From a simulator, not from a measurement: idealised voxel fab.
process module | voxel self aligned vias
cross-section cut | 280 nm wide | cells 5 nm
A cross-section is a grid of square cells, given in bands from the top down. A band is one or more rows of cells.
Each band's line starts with the height of the band's top and of its bottom, in nm. Then come its materials from left to right, each with its width in nm. One material with "throughout" fills the band from edge to edge. "air" is empty space.
Height 0 is the level under which the wafer as received is all one material. The lowest band goes on downwards, as in "0 down".
A width such as "30 to 40" changes by the same amount from each row of cells to the next, from the band's top row to its bottom row.
"no change" after a step means that no cell of the cross-section changed.
closed voids: empty space of 8 cells or more with no open way to the top, each as width x height at its distance from the left edge, in nm
after a step's settings: what the simulator itself notes on the step
overlay nm, on a step with a mask: how far to the right of its planned place the mask lay; to the left if negative
plan
1 op RECEIVE | material Si
2 op CONFORMAL_DEP | material SiO2 | thk nm 15
3 op CONFORMAL_DEP | material SiCN | thk nm 5
4 op DIRECTIONAL_DEP | material SiO2 | thk nm 25
5 op DIRECTIONAL_DEP | material aC | thk nm 10
6 op PATTERN | tone open | mask id LINES | material resist | width nm 30 | pitch nm 60 | thk nm 25 | overlay nm 0
7 op DIRECTIONAL_ETCH | etch materials aC | depth nm 10
8 op STRIP | etch materials resist
9 op DIRECTIONAL_ETCH | etch materials SiO2 | depth nm 25
10 op STRIP | etch materials aC
11 op CONFORMAL_DEP | material TiN | thk nm 5
12 op FILL_DEP | material Ru | thk nm 10
13 op CMP | height nm 45
14 op SELECTIVE_ETCH | etch materials W Ru TiN | depth nm 5
15 op FILL_DEP | material SiN | thk nm 10
16 op CMP | height nm 45
17 op DIRECTIONAL_DEP | material SiO2 | thk nm 20
18 op DIRECTIONAL_DEP | material aC | thk nm 15
19 op PATTERN | tone open | mask id VIAS | material resist | width nm 40 | pitch nm 120 | thk nm 35 | overlay nm 0
20 op DIRECTIONAL_ETCH | etch materials aC | depth nm 15
21 op STRIP | etch materials resist
22 op DIRECTIONAL_ETCH | etch materials SiO2 | depth nm 20
23 op DIRECTIONAL_ETCH | etch materials SiN | depth nm 5
24 op STRIP | etch materials aC
25 op CONFORMAL_DEP | material TiN | thk nm 5
26 op FILL_DEP | material Ru | thk nm 5
27 op CMP | height nm 65
28 op CONFORMAL_DEP | material SiCN | thk nm 5
as received, after step 1
  0 down: Si throughout
  closed voids: none
first wafer at the end, as planned
  70 to 65: SiCN throughout
  65 to 50: SiO2 60 | TiN 5 | Ru 30 | TiN 5 | SiO2 80 | TiN 5 | Ru 30 | TiN 5 | SiO2 60
  50 to 45: SiO2 60 | TiN 10 | Ru 20 | TiN 10 | SiO2 80 | TiN 10 | Ru 20 | TiN 10 | SiO2 60
  45 to 40: SiO2 65 | TiN 30 | SiO2 30 | SiN 30 | SiO2 30 | TiN 30 | SiO2 65
  40 to 25: SiO2 65 | TiN 5 | Ru 20 | TiN 5 | SiO2 30 | TiN 5 | Ru 20 | TiN 5 | SiO2 30 | TiN 5 | Ru 20 | TiN 5 | SiO2 65
  25 to 20: SiO2 65 | TiN 30 | SiO2 30 | TiN 30 | SiO2 30 | TiN 30 | SiO2 65
  20 to 15: SiCN throughout
  15 to 0: SiO2 throughout
  0 down: Si throughout
  closed voids: none
second wafer at the end: like start, like plan, one mistake
  70 to 65: SiCN throughout
  65 to 50: SiO2 60 | TiN 5 | Ru 30 | TiN 5 | SiO2 80 | TiN 5 | Ru 30 | TiN 5 | SiO2 60
  50 to 45: SiO2 60 | TiN 10 | Ru 20 | TiN 10 | SiO2 80 | TiN 10 | Ru 20 | TiN 10 | SiO2 60
  45 to 40: SiO2 65 | TiN 30 | SiO2 30 | SiN 30 | SiO2 30 | TiN 30 | SiO2 65
  40 to 25: SiO2 65 | TiN 5 | Ru 20 | TiN 5 | SiO2 30 | TiN 5 | Ru 20 | TiN 5 | SiO2 30 | TiN 5 | Ru 20 | TiN 5 | SiO2 65
  25 to 20: SiO2 65 | TiN 30 | SiO2 30 | TiN 30 | SiO2 30 | TiN 30 | SiO2 65
  20 to 5: SiO2 throughout
  5 to 0: SiCN throughout
  0 down: Si throughout
  closed voids: none
what went wrong: steps 2 and 3 were swapped
at the end the second wafer has, in cells: as many of each material as the first, in other places
